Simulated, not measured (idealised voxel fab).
Process module in this document: voxel released beams
Displayed cross-section: cut, width of 245 nm, square cells sized 5 nm.
We lay out every cross-section as a grid of square cells and spell it out in bands from the top down, where one band means one or more rows of cells.
Top, bottom (nm), then materials left to right with widths (nm); lone material tagged "everywhere" fills the whole band edge to edge; "air" = empty space.
Note: height 0 marks the level under which the wafer is uniformly one material as received. Lowest band unbounded below, written "0 -> down".
The notation "30->40" denotes a width that varies across the rows of cells in the band, beginning at the first number in the top row, finishing at the second number in the bottom row, and changing by an identical amount from each row to the next.
Where the words "left unchanged" appear for a step, the cross-section shows no cell changed by that step; every cell remained as before.
Reported under the label "Unvented voids" are the empty spaces having no open way to the top and comprising 8 cells or more; the notation for each is width x height at distance, in which the distance is measured from the left edge and all three values are in nm.
Text after the settings on a step's line: the simulator's own remark on that step.
Among the settings permitted on a step's line is "overlay nm"; applied to a step with a mask, it specifies the extent to which the mask lay to the right of its planned position, whereas a negative figure signifies a position to the left.

# Set out below are the planned steps of the process
step 1: RECEIVE, material Si
step 2: CONFORMAL_DEP, material Al2O3, thk nm 5
step 3: DIRECTIONAL_DEP, material SiO2, thk nm 10
step 4: PATTERN, tone open, mask id ANCHOR, material resist, width nm 25, thk nm 20, overlay nm 0
step 5: DIRECTIONAL_ETCH, etch materials SiO2, depth nm 5
step 6: STRIP, etch materials resist
step 7: CONFORMAL_DEP, material SiN, thk nm 10
step 8: MASKED_ETCH, tone cover, mask id BEAM, width nm 105, etch materials SiN, depth nm 10, overlay nm 0
step 9: STRIP, etch materials SiO2
The plan's step 5 depth nm is the first wafer's value; the wafers differ in this setting and start identical.

# Received wafers, first of several: cross-section after step 1
  0 -> down: Si everywhere
  Unvented voids: none

# End of the module, past its last step, step 9: how the first of several wafers looks in cross-section
  5 -> 0: Al2O3 everywhere
  0 -> down: Si everywhere
  Unvented voids: none

# Final wafer cross-section at module end
  25 -> 15: air 65; SiN 15; air 5; SiN 85; air 75
  15 -> 5: air 70; SiN 25; air 150
  5 -> 0: Al2O3 everywhere
  0 -> down: Si everywhere
  Unvented voids: none

# each wafer at the end: cells of each material gained (+) or lost (-) since it was received, then its closed voids
depth nm 5; +49 Al2O3; Unvented voids: none
depth nm 10; +49 Al2O3; +50 SiN; Unvented voids: none
depth nm 15; +49 Al2O3; +50 SiN; Unvented voids: none
depth nm 20; +49 Al2O3; +50 SiN; Unvented voids: none
depth nm 25; +49 Al2O3; +50 SiN; Unvented voids: none
